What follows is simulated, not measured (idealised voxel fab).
This section sets out a process module, namely voxel ribs on slabs.
The figure presents cross-section cut, which has a width of 195 nm and is divided into square cells with an edge length of 5 nm.
Cross-section = grid of square cells, listed top down in bands; band = one or more rows. Top height, bottom height, nm. Materials left to right, width each, nm. Single material + "throughout" = fills band edge to edge. "air" = empty. The level at which height equals 0 is the one under which the wafer, as it arrives, is entirely one material. No lower edge exists for the bottom band, which continues downward and is notated as in "from 0 down". The width entry "30->40" should be interpreted row by row: the top row of cells in the band takes the first number, the bottom row takes the second number, and the change between adjacent rows is uniform throughout. For the purposes of this document, the phrase "remains unaltered" attached to a step denotes that no cell within the cross-section was modified by that step. What "Closed void table" gives you is every empty space of 8 cells or more that is cut off from the top. Each appears as width x height at distance, with the distance taken from the left edge and width, height and distance all in nm. If you see something after the settings on a step's line, that's the simulator's own remark about that step. The "overlay nm" setting may appear on a step's line; for a step that uses a mask, it gives how far to the right of its planned position the mask lay, and a negative value indicates the left.

The process steps that were planned are listed below
1: RECEIVE,material Si
2: DIRECTIONAL_DEP,material SiO2,thk nm 25
3: DIRECTIONAL_DEP,material polySi,thk nm 20
4: MASKED_ETCH,tone cover,mask id RIB,width nm 15,etch materials polySi,depth nm 15,overlay nm 0
5: DIRECTIONAL_DEP,material aC,thk nm 15
6: PATTERN,tone cover,mask id SLAB,material resist,width nm 65,thk nm 35,overlay nm 0
7: DIRECTIONAL_ETCH,etch materials aC,depth nm 15
8: STRIP,etch materials resist
9: DIRECTIONAL_ETCH,etch materials polySi,depth nm 5
10: STRIP,etch materials aC
11: FILL_DEP,material SiO2,thk nm 20
12: CMP,height nm 55
13: DIRECTIONAL_DEP,material TiN,thk nm 5
14: PATTERN,tone cover,mask id HEATER,material resist,width nm 15,thk nm 20,overlay nm 0
15: DIRECTIONAL_ETCH,etch materials TiN,depth nm 5
16: STRIP,etch materials resist
17: CONFORMAL_DEP,material SiN,thk nm 5
Same starting wafers, different width nm at step 14. Plan value belongs to the first wafer.

After step 1, as received: first of several wafers, cross-section
    from 0 down = Si throughout
    Closed void table: none

Quick key for the table: a row per wafer, taken at the end of the module. For each material it tells you how many cells the wafer gained (+) or lost (-) since it came in, and the closed voids come after
width nm 15; +41 SiN; +407 SiO2; +3 TiN; +22 polySi; Closed void table: none
width nm 20; +41 SiN; +407 SiO2; +4 TiN; +22 polySi; Closed void table: none
width nm 25; +41 SiN; +407 SiO2; +5 TiN; +22 polySi; Closed void table: none
width nm 30; +41 SiN; +407 SiO2; +6 TiN; +22 polySi; Closed void table: none
width nm 35; +41 SiN; +407 SiO2; +7 TiN; +22 polySi; Closed void table: none
width nm 40; +41 SiN; +407 SiO2; +8 TiN; +22 polySi; Closed void table: none
